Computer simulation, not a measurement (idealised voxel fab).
Process module in this document: voxel released beams
FYI the section here is cut, 160 nm wide, cells are 5 nm squares.
In this document a cross-section is written as a grid of square cells. It is given as a series of bands, listed from the top down, and a band is one or more rows of cells. Top, bottom (nm), then materials left to right with widths (nm); lone material tagged "edge to edge" fills the whole band edge to edge; "air" = empty space. Beneath 0, the wafer as received is one material, and that level is where height counting begins. The lowest band goes on downward without a bottom; it is written like "z 0 and below". Top row gets the first number, bottom row gets the second, and each row in between changes by the same step: that is how a band width like "30->40" works. For the purposes of this document, the phrase "no change occurred" attached to a step denotes that no cell within the cross-section was modified by that step. "Enclosed void entries" - sealed voids, min. 8 cells, no opening to top; format: width x height at distance (distance from left edge; nm throughout). Post-settings text on a step line: simulator's own remark regarding the step. You can add "overlay nm" to a step's line. For a step with a mask, it describes how far the mask lay to the right of its planned position, and a negative number describes a lay to the left.
# Process steps (planned)
1,RECEIVE [material Si]
2,CONFORMAL_DEP [material Al2O3] [thk nm 5]
3,DIRECTIONAL_DEP [material SiO2] [thk nm 20]
4,DIRECTIONAL_DEP [material aC] [thk nm 10]
5,PATTERN [tone open] [mask id ANCHOR] [material resist] [width nm 25] [thk nm 25] [overlay nm 0]
6,DIRECTIONAL_ETCH [etch materials aC] [depth nm 10]
7,STRIP [etch materials resist]
8,DIRECTIONAL_ETCH [etch materials SiO2] [depth nm 20]
9,STRIP [etch materials aC]
10,CONFORMAL_DEP [material polySi] [thk nm 10]
11,PATTERN [tone cover] [mask id BEAM] [material resist] [width nm 90] [thk nm 15] [overlay nm 0]
12,DIRECTIONAL_ETCH [etch materials polySi] [depth nm 10]
13,STRIP [etch materials resist]
14,STRIP [etch materials SiO2]
# Cross-section of the incoming wafer, state after step 1
	z 0 and below: Si edge to edge
	Enclosed void entries: none
# Cross-section at module end, one run error; start and plan unchanged from above
	z 35 to 25: 30 of air  40 of polySi  90 of air
	z 25 to 15: 25 of air  10 of polySi  25 of SiO2  10 of polySi  90 of air
	z 15 to 5: 25 of air  10 of polySi  25 of SiO2  60 of polySi  40 of air
	z 5 to 0: Al2O3 edge to edge
	z 0 and below: Si edge to edge
	Enclosed void entries: none
Deviation noted in wafer processing: step 5 ran as: PATTERN [tone cover] [mask id ANCHOR] [material resist] [width nm 25] [thk nm 25] [overlay nm 0]
